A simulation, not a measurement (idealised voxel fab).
The following process module bears the name voxel wiring stack.
For reference, the cross-section in this document is cut, with width 240 nm and square cells of 5 nm.
A cross-section is written here as square cells arranged in a grid, and it is given in bands from the top down, each band taking up one or more rows of cells.
Within each band entry, the heights of the top and of the bottom of the band appear first, in that order and in nm; the materials of the band then follow from left to right, each with its corresponding width in nm. The designation "edge to edge" on a single material indicates that it fills the band from edge to edge; the designation "empty" indicates empty space.
Below 0: as-received wafer, all one material; heights counted from there. Lowest band: no bottom, goes on down, written "z 0 and below".
The expression "30..40" gives the width at the extremes of the band, the first number at its top row of cells and the second at its bottom row, with the width changing by equal amounts from each row to the next in between.
You'll sometimes find "nothing was modified" written for a step, and that's the way of saying that nowhere in the cross-section did a cell change during that step.
What "Closed void inventory" gives you is every empty space of 8 cells or more that is cut off from the top. Each appears as width x height at distance, with the distance taken from the left edge and width, height and distance all in nm.
Heads up: the bit after the settings on a step's line is the simulator's remark on that step.
"overlay nm" denotes, for a step that has a mask, the displacement of the mask to the right of its planned place, with negative values corresponding to the left.
The planned process steps are enumerated hereunder
- 1: RECEIVE [material Si]
- 2: CONFORMAL_DEP [material SiO2] [thk nm 15]
- 3: CONFORMAL_DEP [material SiN] [thk nm 5]
- 4: DIRECTIONAL_DEP [material lowk] [thk nm 20]
- 5: PATTERN [tone open] [mask id METAL_1] [material resist] [width nm 30] [pitch nm 45] [thk nm 15] [overlay nm 0]
- 6: DIRECTIONAL_ETCH [etch materials lowk] [depth nm 20]
- 7: DIRECTIONAL_ETCH [etch materials SiN] [depth nm 5]
- 8: STRIP [etch materials resist]
- 9: CONFORMAL_DEP [material TiN] [thk nm 5]
- 10: FILL_DEP [material Cu] [thk nm 5]
- 11: CMP [height nm 40]
- 12: CONFORMAL_DEP [material SiCN] [thk nm 5]
- 13: DIRECTIONAL_DEP [material lowk] [thk nm 20]
- 14: MASKED_ETCH [tone open] [mask id PLUG_1] [width nm 15] [pitch nm 45] [etch materials lowk] [depth nm 20] [overlay nm 0]
- 15: MASKED_ETCH [tone open] [mask id PLUG_1] [width nm 15] [pitch nm 45] [etch materials SiCN] [depth nm 5] [overlay nm 0]
- 16: CONFORMAL_DEP [material TiN] [thk nm 5]
- 17: FILL_DEP [material Cu] [thk nm 5]
- 18: CMP [height nm 65]
- 19: CONFORMAL_DEP [material SiCN] [thk nm 5]
- 20: DIRECTIONAL_DEP [material lowk] [thk nm 20]
- 21: DIRECTIONAL_DEP [material aC] [thk nm 15]
- 22: PATTERN [tone open] [mask id METAL_2] [material resist] [width nm 30] [pitch nm 45] [thk nm 35] [overlay nm 0]
- 23: DIRECTIONAL_ETCH [etch materials aC] [depth nm 15]
- 24: STRIP [etch materials resist]
- 25: DIRECTIONAL_ETCH [etch materials lowk] [depth nm 20]
- 26: DIRECTIONAL_ETCH [etch materials SiCN] [depth nm 5]
- 27: STRIP [etch materials aC]
- 28: CONFORMAL_DEP [material TiN] [thk nm 5]
- 29: FILL_DEP [material W] [thk nm 5]
- 30: CMP [height nm 90]
- 31: EPI [material Ru] [thk nm 5]
- 32: FILL_DEP [material SiCN] [thk nm 5]
- 33: DIRECTIONAL_DEP [material lowk] [thk nm 35]
- 34: PATTERN [tone open] [mask id METAL_3] [material resist] [width nm 30] [pitch nm 45] [thk nm 20] [overlay nm 0]
- 35: DIRECTIONAL_ETCH [etch materials lowk] [depth nm 20]
- 36: STRIP [etch materials resist]
- 37: MASKED_ETCH [tone open] [mask id METAL_3_HOLES] [width nm 15] [pitch nm 45] [etch materials lowk] [depth nm 15] [overlay nm 0]
- 38: MASKED_ETCH [tone open] [mask id METAL_3_HOLES] [width nm 15] [pitch nm 45] [etch materials SiCN] [depth nm 5] [overlay nm 0]
- 39: CONFORMAL_DEP [material TiN] [thk nm 5]
- 40: FILL_DEP [material Cu] [thk nm 5]
- 41: CMP [height nm 135]
- 42: CONFORMAL_DEP [material SiCN] [thk nm 5]
As-received wafer cross-section (after step 1)
* z 0 and below = Si edge to edge
* Closed void inventory: none
The first of the two wafers as seen in cross-section once the module was finished; processing followed the plan
* z 140 to 135 = SiCN edge to edge
* z 135 to 120 = lowk: 35 / TiN: 5 / Cu: 20 / TiN: 5 / lowk: 15 / TiN: 5 / Cu: 20 / TiN: 5 / lowk: 15 / TiN: 5 / Cu: 20 / TiN: 5 / lowk: 15 / TiN: 5 / Cu: 20 / TiN: 5 / lowk: 40
* z 120 to 115 = lowk: 35 / TiN: 5 / Cu: 5 / TiN: 20 / lowk: 15 / TiN: 5 / Cu: 5 / TiN: 20 / lowk: 15 / TiN: 5 / Cu: 5 / TiN: 20 / lowk: 15 / TiN: 5 / Cu: 5 / TiN: 20 / lowk: 40
* z 115 to 100 = lowk: 35 / TiN: 5 / Cu: 5 / TiN: 5 / lowk: 30 / TiN: 5 / Cu: 5 / TiN: 5 / lowk: 30 / TiN: 5 / Cu: 5 / TiN: 5 / lowk: 30 / TiN: 5 / Cu: 5 / TiN: 5 / lowk: 55
* z 100 to 95 = SiCN: 35 / TiN: 15 / SiCN: 30 / TiN: 15 / SiCN: 30 / TiN: 15 / SiCN: 30 / TiN: 15 / SiCN: 55
* z 95 to 90 = SiCN: 30 / Ru: 40 / SiCN: 5 / Ru: 40 / SiCN: 5 / Ru: 40 / SiCN: 5 / Ru: 40 / SiCN: 35
* z 90 to 70 = lowk: 35 / TiN: 5 / W: 20 / TiN: 5 / lowk: 15 / TiN: 5 / W: 20 / TiN: 5 / lowk: 15 / TiN: 5 / W: 20 / TiN: 5 / lowk: 15 / TiN: 5 / W: 20 / TiN: 5 / lowk: 40
* z 70 to 65 = SiCN: 35 / TiN: 30 / SiCN: 15 / TiN: 30 / SiCN: 15 / TiN: 30 / SiCN: 15 / TiN: 30 / SiCN: 40
* z 65 to 45 = lowk: 35 / TiN: 5 / Cu: 5 / TiN: 5 / lowk: 30 / TiN: 5 / Cu: 5 / TiN: 5 / lowk: 30 / TiN: 5 / Cu: 5 / TiN: 5 / lowk: 30 / TiN: 5 / Cu: 5 / TiN: 5 / lowk: 55
* z 45 to 40 = SiCN: 35 / TiN: 15 / SiCN: 30 / TiN: 15 / SiCN: 30 / TiN: 15 / SiCN: 30 / TiN: 15 / SiCN: 55
* z 40 to 20 = lowk: 35 / TiN: 5 / Cu: 20 / TiN: 5 / lowk: 15 / TiN: 5 / Cu: 20 / TiN: 5 / lowk: 15 / TiN: 5 / Cu: 20 / TiN: 5 / lowk: 15 / TiN: 5 / Cu: 20 / TiN: 5 / lowk: 40
* z 20 to 15 = SiN: 35 / TiN: 30 / SiN: 15 / TiN: 30 / SiN: 15 / TiN: 30 / SiN: 15 / TiN: 30 / SiN: 40
* z 15 to 0 = SiO2 edge to edge
* z 0 and below = Si edge to edge
* Closed void inventory: none
Now the second wafer, cross-sectioned at the end of the module. Nothing different at the start, nothing different in the plan compared with the first, just one mistake when it was actually run
* z 140 to 135 = SiCN edge to edge
* z 135 to 100 = lowk edge to edge
* z 100 to 95 = SiCN edge to edge
* z 95 to 90 = SiCN: 30 / Ru: 40 / SiCN: 5 / Ru: 40 / SiCN: 5 / Ru: 40 / SiCN: 5 / Ru: 40 / SiCN: 35
* z 90 to 70 = lowk: 35 / TiN: 5 / W: 20 / TiN: 5 / lowk: 15 / TiN: 5 / W: 20 / TiN: 5 / lowk: 15 / TiN: 5 / W: 20 / TiN: 5 / lowk: 15 / TiN: 5 / W: 20 / TiN: 5 / lowk: 40
* z 70 to 65 = SiCN: 35 / TiN: 30 / SiCN: 15 / TiN: 30 / SiCN: 15 / TiN: 30 / SiCN: 15 / TiN: 30 / SiCN: 40
* z 65 to 45 = lowk: 35 / TiN: 5 / Cu: 5 / TiN: 5 / lowk: 30 / TiN: 5 / Cu: 5 / TiN: 5 / lowk: 30 / TiN: 5 / Cu: 5 / TiN: 5 / lowk: 30 / TiN: 5 / Cu: 5 / TiN: 5 / lowk: 55
* z 45 to 40 = SiCN: 35 / TiN: 15 / SiCN: 30 / TiN: 15 / SiCN: 30 / TiN: 15 / SiCN: 30 / TiN: 15 / SiCN: 55
* z 40 to 20 = lowk: 35 / TiN: 5 / Cu: 20 / TiN: 5 / lowk: 15 / TiN: 5 / Cu: 20 / TiN: 5 / lowk: 15 / TiN: 5 / Cu: 20 / TiN: 5 / lowk: 15 / TiN: 5 / Cu: 20 / TiN: 5 / lowk: 40
* z 20 to 15 = SiN: 35 / TiN: 30 / SiN: 15 / TiN: 30 / SiN: 15 / TiN: 30 / SiN: 15 / TiN: 30 / SiN: 40
* z 15 to 0 = SiO2 edge to edge
* z 0 and below = Si edge to edge
* Closed void inventory: none
Run error: execution of plan step 33 occurred twice
FYI, end of process, the second wafer has more or fewer cells of some materials than the first: 64 fewer of Cu, 12 more of SiCN, 80 fewer of TiN, 132 more of lowk
